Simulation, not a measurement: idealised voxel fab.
Process module heading - voxel wiring stack
Pictured: cross-section cut, 290 nm wide, on a grid of 5 nm square cells.
Throughout this document, each cross-section is represented as a grid of square cells and is presented as a sequence of bands enumerated from the top downward, where a band comprises one or more rows of cells.
Look at the band entry: it leads with the top's height and the bottom's height in nm. Then it lists the materials left to right, with a width in nm for each. The word "all across" on a single material says that material fills the band edge to edge. The word "blank" is empty space.
A quick word on heights: they are counted from 0, and under that level the wafer as it came to us is one material throughout. The lowest band is different from the rest in having no bottom; it simply continues downward, written as in "0 -> down".
A two-number width, for instance "30 to 40", indicates that the width is equal to the first number in the top row of the band and to the second number in the bottom row, and that it changes by a constant amount per row of cells.
No cell of the cross-section changed in a step that is given as "nothing different".
"Voids, enclosed": sealed empty spaces, 8 cells or more, no open way to top, listed width x height at distance, with distance from the left edge and width, height and distance in nm.
That trailing text on a step's line, after the settings, is the simulator's own remark on the step.
"overlay nm", when on a step's line for a step with a mask, measures how far to the right of its planned place the mask lay; a negative measure means to the left.
Heads up before you read on: it's before/after pairs around one process step each, after side only down to the lowest band that changed, step plus settings under the pair. Pairs can be from different runs of this module, same starting wafer, so only chain a pair onto the one above if its "Prior state" entry says so.

**Prior state**
  0 -> down: Si all across
  Voids, enclosed: none

**Result of Step**
  15 -> 0: SiO2 all across
  Heights below 0 show no change.
  Voids, enclosed: none
Step between the pre-process and post-process cross-sections given above: CONFORMAL_DEP | material SiO2 | thk nm 15

Prior state: This step starts from the configuration shown after the step in the pair immediately above.

**Result of Step**
  20 -> 15: SiN all across
  Heights below 15 show no change.
  Voids, enclosed: none
Step between the pre-process and post-process cross-sections given above: CONFORMAL_DEP | material SiN | thk nm 5

Prior state: This step starts from the configuration shown after the step in the pair immediately above.

**Result of Step**
  35 -> 20: SiO2 all across
  Heights below 20 show no change.
  Voids, enclosed: none
Step between the pre-process and post-process cross-sections given above: DIRECTIONAL_DEP | material SiO2 | thk nm 15

Prior state: This step starts from the configuration shown after the step in the pair immediately above.

**Result of Step**
  55 -> 35: resist=85 | blank=20 | resist=30 | blank=20 | resist=30 | blank=20 | resist=85
  Heights below 35 show no change.
  Voids, enclosed: none
Step between the pre-process and post-process cross-sections given above: PATTERN | tone open | mask id METAL_1 | material resist | width nm 20 | pitch nm 50 | thk nm 20 | overlay nm 0

Prior state: This step starts from the configuration shown after the step in the pair immediately above.

**Result of Step**
  55 -> 35: resist=85 | blank=20 | resist=30 | blank=20 | resist=30 | blank=20 | resist=85
  35 -> 20: SiO2=85 | blank=20 | SiO2=30 | blank=20 | SiO2=30 | blank=20 | SiO2=85
  Heights below 20 show no change.
  Voids, enclosed: none
Step between the pre-process and post-process cross-sections given above: DIRECTIONAL_ETCH | etch materials SiO2 | depth nm 15

Prior state: This step starts from the configuration shown after the step in the pair immediately above.

**Result of Step**
  55 -> 35: resist=85 | blank=20 | resist=30 | blank=20 | resist=30 | blank=20 | resist=85
  35 -> 20: SiO2=85 | blank=20 | SiO2=30 | blank=20 | SiO2=30 | blank=20 | SiO2=85
  20 -> 15: SiN=85 | blank=20 | SiN=30 | blank=20 | SiN=30 | blank=20 | SiN=85
  Heights below 15 show no change.
  Voids, enclosed: none
Step between the pre-process and post-process cross-sections given above: DIRECTIONAL_ETCH | etch materials SiN | depth nm 5

Prior state: This step starts from the configuration shown after the step in the pair immediately above.

**Result of Step**
  35 -> 20: SiO2=85 | blank=20 | SiO2=30 | blank=20 | SiO2=30 | blank=20 | SiO2=85
  Heights below 20 show no change.
  Voids, enclosed: none
Step between the pre-process and post-process cross-sections given above: STRIP | etch materials resist

Prior state: This step starts from the configuration shown after the step in the pair immediately above.

**Result of Step**
  40 -> 35: TiN=90 | blank=10 | TiN=40 | blank=10 | TiN=40 | blank=10 | TiN=90
  35 -> 20: SiO2=85 | TiN=5 | blank=10 | TiN=5 | SiO2=30 | TiN=5 | blank=10 | TiN=5 | SiO2=30 | TiN=5 | blank=10 | TiN=5 | SiO2=85
  20 -> 15: SiN=85 | TiN=20 | SiN=30 | TiN=20 | SiN=30 | TiN=20 | SiN=85
  Heights below 15 show no change.
  Voids, enclosed: none
Step between the pre-process and post-process cross-sections given above: CONFORMAL_DEP | material TiN | thk nm 5

Prior state: This step starts from the configuration shown after the step in the pair immediately above.

**Result of Step**
  45 -> 40: Cu all across
  40 -> 35: TiN=90 | Cu=10 | TiN=40 | Cu=10 | TiN=40 | Cu=10 | TiN=90
  35 -> 20: SiO2=85 | TiN=5 | Cu=10 | TiN=5 | SiO2=30 | TiN=5 | Cu=10 | TiN=5 | SiO2=30 | TiN=5 | Cu=10 | TiN=5 | SiO2=85
  Heights below 20 show no change.
  Voids, enclosed: none
Step between the pre-process and post-process cross-sections given above: FILL_DEP | material Cu | thk nm 5

Prior state: This step starts from the configuration shown after the step in the pair immediately above.

**Result of Step**
  35 -> 20: SiO2=85 | TiN=5 | Cu=10 | TiN=5 | SiO2=30 | TiN=5 | Cu=10 | TiN=5 | SiO2=30 | TiN=5 | Cu=10 | TiN=5 | SiO2=85
  Heights below 20 show no change.
  Voids, enclosed: none
Step between the pre-process and post-process cross-sections given above: CMP | height nm 35

Prior state: This step starts from the configuration shown after the step in the pair immediately above.

**Result of Step**
  40 -> 35: SiCN all across
  Heights below 35 show no change.
  Voids, enclosed: none
Step between the pre-process and post-process cross-sections given above: CONFORMAL_DEP | material SiCN | thk nm 5

Prior state: This step starts from the configuration shown after the step in the pair immediately above.

**Result of Step**
  65 -> 40: SiO2 all across
  Heights below 40 show no change.
  Voids, enclosed: none
Step between the pre-process and post-process cross-sections given above: DIRECTIONAL_DEP | material SiO2 | thk nm 25

Prior state: This step starts from the configuration shown after the step in the pair immediately above.

**Result of Step**
  80 -> 65: aC all across
  Heights below 65 show no change.
  Voids, enclosed: none
Step between the pre-process and post-process cross-sections given above: DIRECTIONAL_DEP | material aC | thk nm 15

Prior state: This step starts from the configuration shown after the step in the pair immediately above.

**Result of Step**
  115 -> 80: resist=85 | blank=15 | resist=85 | blank=15 | resist=90
  Heights below 80 show no change.
  Voids, enclosed: none
Step between the pre-process and post-process cross-sections given above: PATTERN | tone open | mask id METAL_2_HOLES | material resist | width nm 15 | pitch nm 100 | thk nm 35 | overlay nm 0

Prior state: This step starts from the configuration shown after the step in the pair immediately above.

**Result of Step**
  100 -> 80: resist=85 | blank=15 | resist=85 | blank=15 | resist=90
  80 -> 65: aC=85 | blank=15 | aC=85 | blank=15 | aC=90
  Heights below 65 show no change.
  Voids, enclosed: none
Step between the pre-process and post-process cross-sections given above: DIRECTIONAL_ETCH | etch materials aC | depth nm 15

Prior state: This step starts from the configuration shown after the step in the pair immediately above.

**Result of Step**
  80 -> 65: aC=85 | blank=15 | aC=85 | blank=15 | aC=90
  Heights below 65 show no change.
  Voids, enclosed: none
Step between the pre-process and post-process cross-sections given above: STRIP | etch materials resist

Prior state: This step starts from the configuration shown after the step in the pair immediately above.

**Result of Step**
  80 -> 65: aC=85 | blank=15 | aC=85 | blank=15 | aC=90
  65 -> 40: SiO2=85 | blank=15 | SiO2=85 | blank=15 | SiO2=90
  Heights below 40 show no change.
  Voids, enclosed: none
Step between the pre-process and post-process cross-sections given above: DIRECTIONAL_ETCH | etch materials SiO2 | depth nm 25

Prior state: This step starts from the configuration shown after the step in the pair immediately above.

**Result of Step**
  65 -> 40: SiO2=85 | blank=15 | SiO2=85 | blank=15 | SiO2=90
  Heights below 40 show no change.
  Voids, enclosed: none
Step between the pre-process and post-process cross-sections given above: STRIP | etch materials aC

Prior state: This step starts from the configuration shown after the step in the pair immediately above.

**Result of Step**
  80 -> 65: resist=85 | blank=20 | resist=30 | blank=20 | resist=30 | blank=20 | resist=85
  Heights below 65 show no change.
  Voids, enclosed: none
Step between the pre-process and post-process cross-sections given above: PATTERN | tone open | mask id METAL_2 | material resist | width nm 20 | pitch nm 50 | thk nm 15 | overlay nm 0

Prior state: This step starts from the configuration shown after the step in the pair immediately above.

**Result of Step**
  80 -> 65: resist=85 | blank=20 | resist=30 | blank=20 | resist=30 | blank=20 | resist=85
  65 -> 50: SiO2=85 | blank=20 | SiO2=30 | blank=20 | SiO2=30 | blank=20 | SiO2=85
  Heights below 50 show no change.
  Voids, enclosed: none
Step between the pre-process and post-process cross-sections given above: DIRECTIONAL_ETCH | etch materials SiO2 | depth nm 15

Prior state: This step starts from the configuration shown after the step in the pair immediately above.

**Result of Step**
  80 -> 65: resist=85 | blank=20 | resist=30 | blank=20 | resist=30 | blank=20 | resist=85
  65 -> 50: SiO2=85 | blank=20 | SiO2=30 | blank=20 | SiO2=30 | blank=20 | SiO2=85
  50 -> 40: SiO2=85 | blank=15 | SiO2=85 | blank=15 | SiO2=90
  40 -> 35: SiCN=85 | blank=15 | SiCN=85 | blank=15 | SiCN=90
  Heights below 35 show no change.
  Voids, enclosed: none
Step between the pre-process and post-process cross-sections given above: DIRECTIONAL_ETCH | etch materials SiCN | depth nm 5

Prior state: This step starts from the configuration shown after the step in the pair immediately above.

**Result of Step**
  65 -> 50: SiO2=85 | blank=20 | SiO2=30 | blank=20 | SiO2=30 | blank=20 | SiO2=85
  Heights below 50 show no change.
  Voids, enclosed: none
Step between the pre-process and post-process cross-sections given above: STRIP | etch materials resist

Prior state: This step starts from the configuration shown after the step in the pair immediately above.

**Result of Step**
  70 -> 65: TiN=90 | blank=10 | TiN=40 | blank=10 | TiN=40 | blank=10 | TiN=90
  65 -> 55: SiO2=85 | TiN=5 | blank=10 | TiN=5 | SiO2=30 | TiN=5 | blank=10 | TiN=5 | SiO2=30 | TiN=5 | blank=10 | TiN=5 | SiO2=85
  55 -> 50: SiO2=85 | TiN=5 | blank=5 | TiN=10 | SiO2=30 | TiN=20 | SiO2=30 | TiN=5 | blank=5 | TiN=10 | SiO2=85
  50 -> 40: SiO2=85 | TiN=5 | blank=5 | TiN=5 | SiO2=85 | TiN=5 | blank=5 | TiN=5 | SiO2=90
  40 -> 35: SiCN=85 | TiN=15 | SiCN=85 | TiN=15 | SiCN=90
  Heights below 35 show no change.
  Voids, enclosed: none
Step between the pre-process and post-process cross-sections given above: CONFORMAL_DEP | material TiN | thk nm 5

Prior state: This step starts from the configuration shown after the step in the pair immediately above.

**Result of Step**
  80 -> 70: Ru all across
  70 -> 65: TiN=90 | Ru=10 | TiN=40 | Ru=10 | TiN=40 | Ru=10 | TiN=90
  65 -> 55: SiO2=85 | TiN=5 | Ru=10 | TiN=5 | SiO2=30 | TiN=5 | Ru=10 | TiN=5 | SiO2=30 | TiN=5 | Ru=10 | TiN=5 | SiO2=85
  55 -> 50: SiO2=85 | TiN=5 | Ru=5 | TiN=10 | SiO2=30 | TiN=20 | SiO2=30 | TiN=5 | Ru=5 | TiN=10 | SiO2=85
  50 -> 40: SiO2=85 | TiN=5 | Ru=5 | TiN=5 | SiO2=85 | TiN=5 | Ru=5 | TiN=5 | SiO2=90
  Heights below 40 show no change.
  Voids, enclosed: none
Step between the pre-process and post-process cross-sections given above: FILL_DEP | material Ru | thk nm 10

Prior state: This step starts from the configuration shown after the step in the pair immediately above.

**Result of Step**
  65 -> 55: SiO2=85 | TiN=5 | Ru=10 | TiN=5 | SiO2=30 | TiN=5 | Ru=10 | TiN=5 | SiO2=30 | TiN=5 | Ru=10 | TiN=5 | SiO2=85
  Heights below 55 show no change.
  Voids, enclosed: none
Step between the pre-process and post-process cross-sections given above: CMP | height nm 65

Prior state: This step starts from the configuration shown after the step in the pair immediately above.

**Result of Step**
  70 -> 65: SiCN all across
  Heights below 65 show no change.
  Voids, enclosed: none
Step between the pre-process and post-process cross-sections given above: CONFORMAL_DEP | material SiCN | thk nm 5

Prior state: This step starts from the configuration shown after the step in the pair immediately above.

**Result of Step**
  100 -> 70: lowk all across
  Heights below 70 show no change.
  Voids, enclosed: none
Step between the pre-process and post-process cross-sections given above: DIRECTIONAL_DEP | material lowk | thk nm 30

Prior state: This step starts from the configuration shown after the step in the pair immediately above.

**Result of Step**
  120 -> 100: resist=85 | blank=15 | resist=85 | blank=15 | resist=90
  Heights below 100 show no change.
  Voids, enclosed: none
Step between the pre-process and post-process cross-sections given above: PATTERN | tone open | mask id METAL_3_HOLES | material resist | width nm 15 | pitch nm 100 | thk nm 20 | overlay nm 0

Prior state: This step starts from the configuration shown after the step in the pair immediately above.

**Result of Step**
  120 -> 100: resist=85 | blank=15 | resist=85 | blank=15 | resist=90
  100 -> 70: lowk=85 | blank=15 | lowk=85 | blank=15 | lowk=90
  Heights below 70 show no change.
  Voids, enclosed: none
Step between the pre-process and post-process cross-sections given above: DIRECTIONAL_ETCH | etch materials lowk | depth nm 30

Prior state: This step starts from the configuration shown after the step in the pair immediately above.

**Result of Step**
  100 -> 70: lowk=85 | blank=15 | lowk=85 | blank=15 | lowk=90
  Heights below 70 show no change.
  Voids, enclosed: none
Step between the pre-process and post-process cross-sections given above: STRIP | etch materials resist

Prior state: This step starts from the configuration shown after the step in the pair immediately above.

**Result of Step**
  100 -> 80: lowk=85 | blank=20 | lowk=30 | blank=20 | lowk=30 | blank=20 | lowk=85
  Heights below 80 show no change.
  Voids, enclosed: none
Step between the pre-process and post-process cross-sections given above: MASKED_ETCH | tone open | mask id METAL_3 | width nm 20 | pitch nm 50 | etch materials lowk | depth nm 20 | overlay nm 0

Prior state: This step starts from the configuration shown after the step in the pair immediately above.

**Result of Step**
  100 -> 80: lowk=85 | blank=20 | lowk=30 | blank=20 | lowk=30 | blank=20 | lowk=85
  80 -> 70: lowk=85 | blank=15 | lowk=85 | blank=15 | lowk=90
  70 -> 65: SiCN=85 | blank=15 | SiCN=85 | blank=15 | SiCN=90
  Heights below 65 show no change.
  Voids, enclosed: none
Step between the pre-process and post-process cross-sections given above: MASKED_ETCH | tone open | mask id METAL_3 | width nm 20 | pitch nm 50 | etch materials SiCN | depth nm 5 | overlay nm 0

Prior state: This step starts from the configuration shown after the step in the pair immediately above.

**Result of Step**
  105 -> 100: TiN=90 | blank=10 | TiN=40 | blank=10 | TiN=40 | blank=10 | TiN=90
  100 -> 85: lowk=85 | TiN=5 | blank=10 | TiN=5 | lowk=30 | TiN=5 | blank=10 | TiN=5 | lowk=30 | TiN=5 | blank=10 | TiN=5 | lowk=85
  85 -> 80: lowk=85 | TiN=5 | blank=5 | TiN=10 | lowk=30 | TiN=20 | lowk=30 | TiN=5 | blank=5 | TiN=10 | lowk=85
  80 -> 70: lowk=85 | TiN=5 | blank=5 | TiN=5 | lowk=85 | TiN=5 | blank=5 | TiN=5 | lowk=90
  70 -> 65: SiCN=85 | TiN=15 | SiCN=85 | TiN=15 | SiCN=90
  Heights below 65 show no change.
  Voids, enclosed: none
Step between the pre-process and post-process cross-sections given above: CONFORMAL_DEP | material TiN | thk nm 5

Prior state: This step starts from the configuration shown after the step in the pair immediately above.

**Result of Step**
  115 -> 105: Ru all across
  105 -> 100: TiN=90 | Ru=10 | TiN=40 | Ru=10 | TiN=40 | Ru=10 | TiN=90
  100 -> 85: lowk=85 | TiN=5 | Ru=10 | TiN=5 | lowk=30 | TiN=5 | Ru=10 | TiN=5 | lowk=30 | TiN=5 | Ru=10 | TiN=5 | lowk=85
  85 -> 80: lowk=85 | TiN=5 | Ru=5 | TiN=10 | lowk=30 | TiN=20 | lowk=30 | TiN=5 | Ru=5 | TiN=10 | lowk=85
  80 -> 70: lowk=85 | TiN=5 | Ru=5 | TiN=5 | lowk=85 | TiN=5 | Ru=5 | TiN=5 | lowk=90
  Heights below 70 show no change.
  Voids, enclosed: none
Step between the pre-process and post-process cross-sections given above: FILL_DEP | material Ru | thk nm 10

Prior state: This step starts from the configuration shown after the step in the pair immediately above.

**Result of Step**
  100 -> 85: lowk=85 | TiN=5 | Ru=10 | TiN=5 | lowk=30 | TiN=5 | Ru=10 | TiN=5 | lowk=30 | TiN=5 | Ru=10 | TiN=5 | lowk=85
  Heights below 85 show no change.
  Voids, enclosed: none
Step between the pre-process and post-process cross-sections given above: CMP | height nm 100

Prior state: This step starts from the configuration shown after the step in the pair immediately above.

**Result of Step**
  105 -> 100: SiCN all across
  Heights below 100 show no change.
  Voids, enclosed: none
Step between the pre-process and post-process cross-sections given above: CONFORMAL_DEP | material SiCN | thk nm 5

Prior state: This step starts from the configuration shown after the step in the pair immediately above.

**Result of Step**
  115 -> 105: lowk all across
  Heights below 105 show no change.
  Voids, enclosed: none
Step between the pre-process and post-process cross-sections given above: DIRECTIONAL_DEP | material lowk | thk nm 10

Prior state: This step starts from the configuration shown after the step in the pair immediately above.

**Result of Step**
  115 -> 105: lowk=85 | blank=15 | lowk=35 | blank=15 | lowk=35 | blank=15 | lowk=90
  Heights below 105 show no change.
  Voids, enclosed: none
Step between the pre-process and post-process cross-sections given above: MASKED_ETCH | tone open | mask id PLUG_3 | width nm 15 | pitch nm 50 | etch materials lowk | depth nm 10 | overlay nm 0

Prior state: This step starts from the configuration shown after the step in the pair immediately above.

**Result of Step**
  115 -> 105: lowk=85 | blank=15 | lowk=35 | blank=15 | lowk=35 | blank=15 | lowk=90
  105 -> 100: SiCN=85 | blank=15 | SiCN=35 | blank=15 | SiCN=35 | blank=15 | SiCN=90
  Heights below 100 show no change.
  Voids, enclosed: none
Step between the pre-process and post-process cross-sections given above: MASKED_ETCH | tone open | mask id PLUG_3 | width nm 15 | pitch nm 50 | etch materials SiCN | depth nm 5 | overlay nm 0

Prior state: This step starts from the configuration shown after the step in the pair immediately above.

**Result of Step**
  115 -> 110: lowk=85 | blank=15 | lowk=35 | blank=15 | lowk=35 | blank=15 | lowk=90
  110 -> 105: lowk=85 | Ru=15 | lowk=35 | Ru=15 | lowk=35 | Ru=15 | lowk=90
  105 -> 100: SiCN=85 | Ru=15 | SiCN=35 | Ru=15 | SiCN=35 | Ru=15 | SiCN=90
  Heights below 100 show no change.
  Voids, enclosed: none
Step between the pre-process and post-process cross-sections given above: EPI | material Ru | thk nm 10

Prior state: This step starts from the configuration shown after the step in the pair immediately above.

**Result of Step**
  115 -> 105: lowk=85 | Ru=15 | lowk=35 | Ru=15 | lowk=35 | Ru=15 | lowk=90
  Heights below 105 show no change.
  Voids, enclosed: none
Step between the pre-process and post-process cross-sections given above: EPI | material Ru | thk nm 5

Prior state: This step starts from the configuration shown after the step in the pair immediately above.

**Result of Step**
  120 -> 115: SiN all across
  Heights below 115 show no change.
  Voids, enclosed: none
Step between the pre-process and post-process cross-sections given above: CONFORMAL_DEP | material SiN | thk nm 5

Prior state: This step starts from the configuration shown after the step in the pair immediately above.

**Result of Step**
  135 -> 120: lowk all across
  Heights below 120 show no change.
  Voids, enclosed: none
Step between the pre-process and post-process cross-sections given above: DIRECTIONAL_DEP | material lowk | thk nm 15

Prior state: This step starts from the configuration shown after the step in the pair immediately above.

**Result of Step**
  150 -> 135: aC all across
  Heights below 135 show no change.
  Voids, enclosed: none
Step between the pre-process and post-process cross-sections given above: DIRECTIONAL_DEP | material aC | thk nm 15

Prior state: This step starts from the configuration shown after the step in the pair immediately above.

**Result of Step**
  185 -> 150: resist=85 | blank=20 | resist=30 | blank=20 | resist=30 | blank=20 | resist=85
  Heights below 150 show no change.
  Voids, enclosed: none
Step between the pre-process and post-process cross-sections given above: PATTERN | tone open | mask id METAL_4 | material resist | width nm 20 | pitch nm 50 | thk nm 35 | overlay nm 0

Prior state: This step starts from the configuration shown after the step in the pair immediately above.

**Result of Step**
  170 -> 150: resist=85 | blank=20 | resist=30 | blank=20 | resist=30 | blank=20 | resist=85
  150 -> 135: aC=85 | blank=20 | aC=30 | blank=20 | aC=30 | blank=20 | aC=85
  Heights below 135 show no change.
  Voids, enclosed: none
Step between the pre-process and post-process cross-sections given above: DIRECTIONAL_ETCH | etch materials aC | depth nm 15

Prior state: This step starts from the configuration shown after the step in the pair immediately above.

**Result of Step**
  150 -> 135: aC=85 | blank=20 | aC=30 | blank=20 | aC=30 | blank=20 | aC=85
  Heights below 135 show no change.
  Voids, enclosed: none
Step between the pre-process and post-process cross-sections given above: STRIP | etch materials resist

Prior state: This step starts from the configuration shown after the step in the pair immediately above.

**Result of Step**
  150 -> 135: aC=85 | blank=20 | aC=30 | blank=20 | aC=30 | blank=20 | aC=85
  135 -> 120: lowk=85 | blank=20 | lowk=30 | blank=20 | lowk=30 | blank=20 | lowk=85
  Heights below 120 show no change.
  Voids, enclosed: none
Step between the pre-process and post-process cross-sections given above: DIRECTIONAL_ETCH | etch materials lowk | depth nm 15

Prior state: This step starts from the configuration shown after the step in the pair immediately above.

**Result of Step**
  150 -> 135: aC=85 | blank=20 | aC=30 | blank=20 | aC=30 | blank=20 | aC=85
  135 -> 120: lowk=85 | blank=20 | lowk=30 | blank=20 | lowk=30 | blank=20 | lowk=85
  120 -> 115: SiN=85 | blank=20 | SiN=30 | blank=20 | SiN=30 | blank=20 | SiN=85
  Heights below 115 show no change.
  Voids, enclosed: none
Step between the pre-process and post-process cross-sections given above: DIRECTIONAL_ETCH | etch materials SiN | depth nm 5

Prior state: This step starts from the configuration shown after the step in the pair immediately above.

**Result of Step**
  135 -> 120: lowk=85 | blank=20 | lowk=30 | blank=20 | lowk=30 | blank=20 | lowk=85
  Heights below 120 show no change.
  Voids, enclosed: none
Step between the pre-process and post-process cross-sections given above: STRIP | etch materials aC

Prior state: This step starts from the configuration shown after the step in the pair immediately above.

**Result of Step**
  140 -> 135: TiN=90 | blank=10 | TiN=40 | blank=10 | TiN=40 | blank=10 | TiN=90
  135 -> 120: lowk=85 | TiN=5 | blank=10 | TiN=5 | lowk=30 | TiN=5 | blank=10 | TiN=5 | lowk=30 | TiN=5 | blank=10 | TiN=5 | lowk=85
  120 -> 115: SiN=85 | TiN=20 | SiN=30 | TiN=20 | SiN=30 | TiN=20 | SiN=85
  Heights below 115 show no change.
  Voids, enclosed: none
Step between the pre-process and post-process cross-sections given above: CONFORMAL_DEP | material TiN | thk nm 5

Prior state: This step starts from the configuration shown after the step in the pair immediately above.

**Result of Step**
  145 -> 140: Ru all across
  140 -> 135: TiN=90 | Ru=10 | TiN=40 | Ru=10 | TiN=40 | Ru=10 | TiN=90
  135 -> 120: lowk=85 | TiN=5 | Ru=10 | TiN=5 | lowk=30 | TiN=5 | Ru=10 | TiN=5 | lowk=30 | TiN=5 | Ru=10 | TiN=5 | lowk=85
  Heights below 120 show no change.
  Voids, enclosed: none
Step between the pre-process and post-process cross-sections given above: FILL_DEP | material Ru | thk nm 5

Prior state: This step starts from the configuration shown after the step in the pair immediately above.

**Result of Step**
  135 -> 120: lowk=85 | TiN=5 | Ru=10 | TiN=5 | lowk=30 | TiN=5 | Ru=10 | TiN=5 | lowk=30 | TiN=5 | Ru=10 | TiN=5 | lowk=85
  Heights below 120 show no change.
  Voids, enclosed: none
Step between the pre-process and post-process cross-sections given above: CMP | height nm 135

Prior state: This step starts from the configuration shown after the step in the pair immediately above.

**Result of Step**
  140 -> 135: blank=80 | Ru=30 | blank=20 | Ru=30 | blank=20 | Ru=30 | blank=80
  Heights below 135 show no change.
  Voids, enclosed: none
Step between the pre-process and post-process cross-sections given above: EPI | material Ru | thk nm 5

Prior state: This step starts from the configuration shown after the step in the pair immediately above.

**Result of Step**
  145 -> 140: SiCN all across
  140 -> 135: SiCN=80 | Ru=30 | SiCN=20 | Ru=30 | SiCN=20 | Ru=30 | SiCN=80
  Heights below 135 show no change.
  Voids, enclosed: none
Step between the pre-process and post-process cross-sections given above: FILL_DEP | material SiCN | thk nm 5

**Prior state**
  100 -> 70: lowk all across
  70 -> 65: SiCN all across
  65 -> 55: SiO2=85 | TiN=5 | Ru=10 | TiN=5 | SiO2=30 | TiN=5 | Ru=10 | TiN=5 | SiO2=30 | TiN=5 | Ru=10 | TiN=5 | SiO2=85
  55 -> 50: SiO2=85 | TiN=5 | Ru=5 | TiN=10 | SiO2=30 | TiN=20 | SiO2=30 | TiN=5 | Ru=5 | TiN=10 | SiO2=85
  50 -> 40: SiO2=85 | TiN=5 | Ru=5 | TiN=5 | SiO2=85 | TiN=5 | Ru=5 | TiN=5 | SiO2=90
  40 -> 35: SiCN=85 | TiN=15 | SiCN=85 | TiN=15 | SiCN=90
  35 -> 20: SiO2=85 | TiN=5 | Cu=10 | TiN=5 | SiO2=30 | TiN=5 | Cu=10 | TiN=5 | SiO2=30 | TiN=5 | Cu=10 | TiN=5 | SiO2=85
  20 -> 15: SiN=85 | TiN=20 | SiN=30 | TiN=20 | SiN=30 | TiN=20 | SiN=85
  15 -> 0: SiO2 all across
  0 -> down: Si all across
  Voids, enclosed: none

**Result of Step**
  130 -> 70: lowk all across
  Heights below 70 show no change.
  Voids, enclosed: none
Step between the pre-process and post-process cross-sections given above: DIRECTIONAL_DEP | material lowk | thk nm 30

Prior state: This step starts from the configuration shown after the step in the pair immediately above.

**Result of Step**
  150 -> 130: resist=85 | blank=15 | resist=85 | blank=15 | resist=90
  Heights below 130 show no change.
  Voids, enclosed: none
Step between the pre-process and post-process cross-sections given above: PATTERN | tone open | mask id METAL_3_HOLES | material resist | width nm 15 | pitch nm 100 | thk nm 20 | overlay nm 0

Prior state: This step starts from the configuration shown after the step in the pair immediately above.

**Result of Step**
  150 -> 130: resist=85 | blank=15 | resist=85 | blank=15 | resist=90
  130 -> 100: lowk=85 | blank=15 | lowk=85 | blank=15 | lowk=90
  Heights below 100 show no change.
  Voids, enclosed: none
Step between the pre-process and post-process cross-sections given above: DIRECTIONAL_ETCH | etch materials lowk | depth nm 30

Prior state: This step starts from the configuration shown after the step in the pair immediately above.

**Result of Step**
  130 -> 100: lowk=85 | blank=15 | lowk=85 | blank=15 | lowk=90
  Heights below 100 show no change.
  Voids, enclosed: none
Step between the pre-process and post-process cross-sections given above: STRIP | etch materials resist

Prior state: This step starts from the configuration shown after the step in the pair immediately above.

**Result of Step**
  130 -> 110: lowk=85 | blank=20 | lowk=30 | blank=20 | lowk=30 | blank=20 | lowk=85
  110 -> 80: lowk=85 | blank=15 | lowk=85 | blank=15 | lowk=90
  Heights below 80 show no change.
  Voids, enclosed: none
Step between the pre-process and post-process cross-sections given above: MASKED_ETCH | tone open | mask id METAL_3 | width nm 20 | pitch nm 50 | etch materials lowk | depth nm 20 | overlay nm 0

Prior state: This step starts from the configuration shown after the step in the pair immediately above.

**Result of Step**
  135 -> 130: TiN=90 | blank=10 | TiN=40 | blank=10 | TiN=40 | blank=10 | TiN=90
  130 -> 115: lowk=85 | TiN=5 | blank=10 | TiN=5 | lowk=30 | TiN=5 | blank=10 | TiN=5 | lowk=30 | TiN=5 | blank=10 | TiN=5 | lowk=85
  115 -> 110: lowk=85 | TiN=5 | blank=5 | TiN=10 | lowk=30 | TiN=20 | lowk=30 | TiN=5 | blank=5 | TiN=10 | lowk=85
  110 -> 85: lowk=85 | TiN=5 | blank=5 | TiN=5 | lowk=85 | TiN=5 | blank=5 | TiN=5 | lowk=90
  85 -> 80: lowk=85 | TiN=15 | lowk=85 | TiN=15 | lowk=90
  Heights below 80 show no change.
  Voids, enclosed: none
Step between the pre-process and post-process cross-sections given above: CONFORMAL_DEP | material TiN | thk nm 5

Prior state: This step starts from the configuration shown after the step in the pair immediately above.

**Result of Step**
  145 -> 135: Ru all across
  135 -> 130: TiN=90 | Ru=10 | TiN=40 | Ru=10 | TiN=40 | Ru=10 | TiN=90
  130 -> 115: lowk=85 | TiN=5 | Ru=10 | TiN=5 | lowk=30 | TiN=5 | Ru=10 | TiN=5 | lowk=30 | TiN=5 | Ru=10 | TiN=5 | lowk=85
  115 -> 110: lowk=85 | TiN=5 | Ru=5 | TiN=10 | lowk=30 | TiN=20 | lowk=30 | TiN=5 | Ru=5 | TiN=10 | lowk=85
  110 -> 85: lowk=85 | TiN=5 | Ru=5 | TiN=5 | lowk=85 | TiN=5 | Ru=5 | TiN=5 | lowk=90
  Heights below 85 show no change.
  Voids, enclosed: none
Step between the pre-process and post-process cross-sections given above: FILL_DEP | material Ru | thk nm 10

Prior state: This step starts from the configuration shown after the step in the pair immediately above.

**Result of Step**
  100 -> 85: lowk=85 | TiN=5 | Ru=5 | TiN=5 | lowk=85 | TiN=5 | Ru=5 | TiN=5 | lowk=90
  Heights below 85 show no change.
  Voids, enclosed: none
Step between the pre-process and post-process cross-sections given above: CMP | height nm 100

Prior state: This step starts from the configuration shown after the step in the pair immediately above.

**Result of Step**
  105 -> 100: SiCN all across
  Heights below 100 show no change.
  Voids, enclosed: none
Step between the pre-process and post-process cross-sections given above: CONFORMAL_DEP | material SiCN | thk nm 5

Prior state: This step starts from the configuration shown after the step in the pair immediately above.

**Result of Step**
  115 -> 105: lowk all across
  Heights below 105 show no change.
  Voids, enclosed: none
Step between the pre-process and post-process cross-sections given above: DIRECTIONAL_DEP | material lowk | thk nm 10

Prior state: This step starts from the configuration shown after the step in the pair immediately above.

**Result of Step**
  115 -> 105: lowk=85 | blank=15 | lowk=35 | blank=15 | lowk=35 | blank=15 | lowk=90
  Heights below 105 show no change.
  Voids, enclosed: none
Step between the pre-process and post-process cross-sections given above: MASKED_ETCH | tone open | mask id PLUG_3 | width nm 15 | pitch nm 50 | etch materials lowk | depth nm 10 | overlay nm 0

Prior state: This step starts from the configuration shown after the step in the pair immediately above.

**Result of Step**
  115 -> 105: lowk=85 | blank=15 | lowk=35 | blank=15 | lowk=35 | blank=15 | lowk=90
  105 -> 100: SiCN=85 | blank=15 | SiCN=35 | blank=15 | SiCN=35 | blank=15 | SiCN=90
  Heights below 100 show no change.
  Voids, enclosed: none
Step between the pre-process and post-process cross-sections given above: MASKED_ETCH | tone open | mask id PLUG_3 | width nm 15 | pitch nm 50 | etch materials SiCN | depth nm 5 | overlay nm 0

Prior state: This step starts from the configuration shown after the step in the pair immediately above.

**Result of Step**
  115 -> 110: lowk=85 | blank=15 | lowk=35 | blank=15 | lowk=35 | blank=15 | lowk=90
  110 -> 105: lowk=85 | Ru=15 | lowk=35 | blank=15 | lowk=35 | Ru=15 | lowk=90
  105 -> 100: SiCN=85 | Ru=15 | SiCN=35 | blank=15 | SiCN=35 | Ru=15 | SiCN=90
  Heights below 100 show no change.
  Voids, enclosed: none
Step between the pre-process and post-process cross-sections given above: EPI | material Ru | thk nm 10
